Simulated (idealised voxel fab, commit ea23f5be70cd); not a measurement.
process module | voxel self aligned vias
cross-section cut | 255 nm wide | cells 5 nm
A cross-section is a grid of square cells, given in bands from the top down. A band is one or more rows of cells.
Each band's line starts with the height of the band's top and of its bottom, in nm. Then come its materials from left to right, each with its width in nm. One material with "throughout" fills the band from edge to edge. "air" is empty space.
Height 0 is the level under which the wafer as received is all one material. The lowest band goes on downwards, as in "0 down".
A width such as "30 to 40" changes by the same amount from each row of cells to the next, from the band's top row to its bottom row.
"no change" after a step means that no cell of the cross-section changed.
closed voids: empty space of 8 cells or more with no open way to the top, each as width x height at its distance from the left edge, in nm
after a step's settings: what the simulator itself notes on the step
overlay nm, on a step with a mask: how far to the right of its planned place the mask lay; to the left if negative
plan
1 op RECEIVE | material Si
2 op CONFORMAL_DEP | material SiO2 | thk nm 10
3 op CONFORMAL_DEP | material SiCN | thk nm 5
4 op DIRECTIONAL_DEP | material lowk | thk nm 25
5 op DIRECTIONAL_DEP | material aC | thk nm 10
6 op PATTERN | tone open | mask id LINES | material resist | width nm 25 | pitch nm 65 | thk nm 25 | overlay nm 0
7 op DIRECTIONAL_ETCH | etch materials aC | depth nm 10
8 op STRIP | etch materials resist
9 op DIRECTIONAL_ETCH | etch materials lowk | depth nm 25
10 op STRIP | etch materials aC
11 op CONFORMAL_DEP | material TiN | thk nm 5
12 op FILL_DEP | material W | thk nm 10
13 op CMP | height nm 40
14 op SELECTIVE_ETCH | etch materials W Ru TiN | depth nm 5
15 op FILL_DEP | material SiN | thk nm 5
16 op CMP | height nm 40
17 op DIRECTIONAL_DEP | material lowk | thk nm 15
18 op MASKED_ETCH | tone open | mask id VIAS | width nm 45 | pitch nm 130 | etch materials lowk | depth nm 15 | overlay nm 0
19 op MASKED_ETCH | tone open | mask id VIAS | width nm 45 | pitch nm 130 | etch materials SiN | depth nm 5 | overlay nm -15
20 op CONFORMAL_DEP | material TiN | thk nm 5
21 op FILL_DEP | material Ru | thk nm 5
22 op CMP | height nm 55
23 op CONFORMAL_DEP | material SiN | thk nm 5
varied across the wafers: overlay nm of step 19. The plan shows the first wafer's value. All wafers start alike
first wafer as received, after step 1
  0 down: Si throughout
  closed voids: none
first wafer at the end, after step 23
  60 to 55: SiN throughout
  55 to 45: lowk 40 | TiN 5 | Ru 35 | TiN 5 | lowk 85 | TiN 5 | Ru 35 | TiN 5 | lowk 40
  45 to 40: lowk 40 | TiN 15 | Ru 10 | TiN 20 | lowk 85 | TiN 15 | Ru 10 | TiN 20 | lowk 40
  40 to 35: lowk 50 | TiN 20 | SiN 5 | lowk 40 | SiN 25 | lowk 40 | TiN 20 | SiN 5 | lowk 50
  35 to 20: lowk 50 | TiN 5 | W 15 | TiN 5 | lowk 40 | TiN 5 | W 15 | TiN 5 | lowk 40 | TiN 5 | W 15 | TiN 5 | lowk 50
  20 to 15: lowk 50 | TiN 25 | lowk 40 | TiN 25 | lowk 40 | TiN 25 | lowk 50
  15 to 10: SiCN throughout
  10 to 0: SiO2 throughout
  0 down: Si throughout
  closed voids: none
last wafer at the end
  60 to 55: SiN throughout
  55 to 45: lowk 40 | TiN 5 | Ru 35 | TiN 5 | lowk 85 | TiN 5 | Ru 35 | TiN 5 | lowk 40
  45 to 40: lowk 40 | TiN 20 | Ru 10 | TiN 15 | lowk 85 | TiN 20 | Ru 10 | TiN 15 | lowk 40
  40 to 35: lowk 50 | SiN 5 | TiN 20 | lowk 40 | SiN 25 | lowk 40 | SiN 5 | TiN 20 | lowk 50
  35 to 20: lowk 50 | TiN 5 | W 15 | TiN 5 | lowk 40 | TiN 5 | W 15 | TiN 5 | lowk 40 | TiN 5 | W 15 | TiN 5 | lowk 50
  20 to 15: lowk 50 | TiN 25 | lowk 40 | TiN 25 | lowk 40 | TiN 25 | lowk 50
  15 to 10: SiCN throughout
  10 to 0: SiO2 throughout
  0 down: Si throughout
  closed voids: none
each wafer at the end: cells of each material gained (+) or lost (-) since it was received, then its closed voids
overlay nm -15 | +32 Ru | +51 SiCN | +58 SiN | +102 SiO2 | +63 TiN | +27 W | +279 lowk | closed voids: none
overlay nm -10 | +34 Ru | +51 SiCN | +56 SiN | +102 SiO2 | +63 TiN | +27 W | +279 lowk | closed voids: none
overlay nm -5 | +34 Ru | +51 SiCN | +56 SiN | +102 SiO2 | +63 TiN | +27 W | +279 lowk | closed voids: none
overlay nm 0 | +34 Ru | +51 SiCN | +56 SiN | +102 SiO2 | +63 TiN | +27 W | +279 lowk | closed voids: none
overlay nm 5 | +34 Ru | +51 SiCN | +56 SiN | +102 SiO2 | +63 TiN | +27 W | +279 lowk | closed voids: none
overlay nm 10 | +34 Ru | +51 SiCN | +56 SiN | +102 SiO2 | +63 TiN | +27 W | +279 lowk | closed voids: none
overlay nm 15 | +32 Ru | +51 SiCN | +58 SiN | +102 SiO2 | +63 TiN | +27 W | +279 lowk | closed voids: none
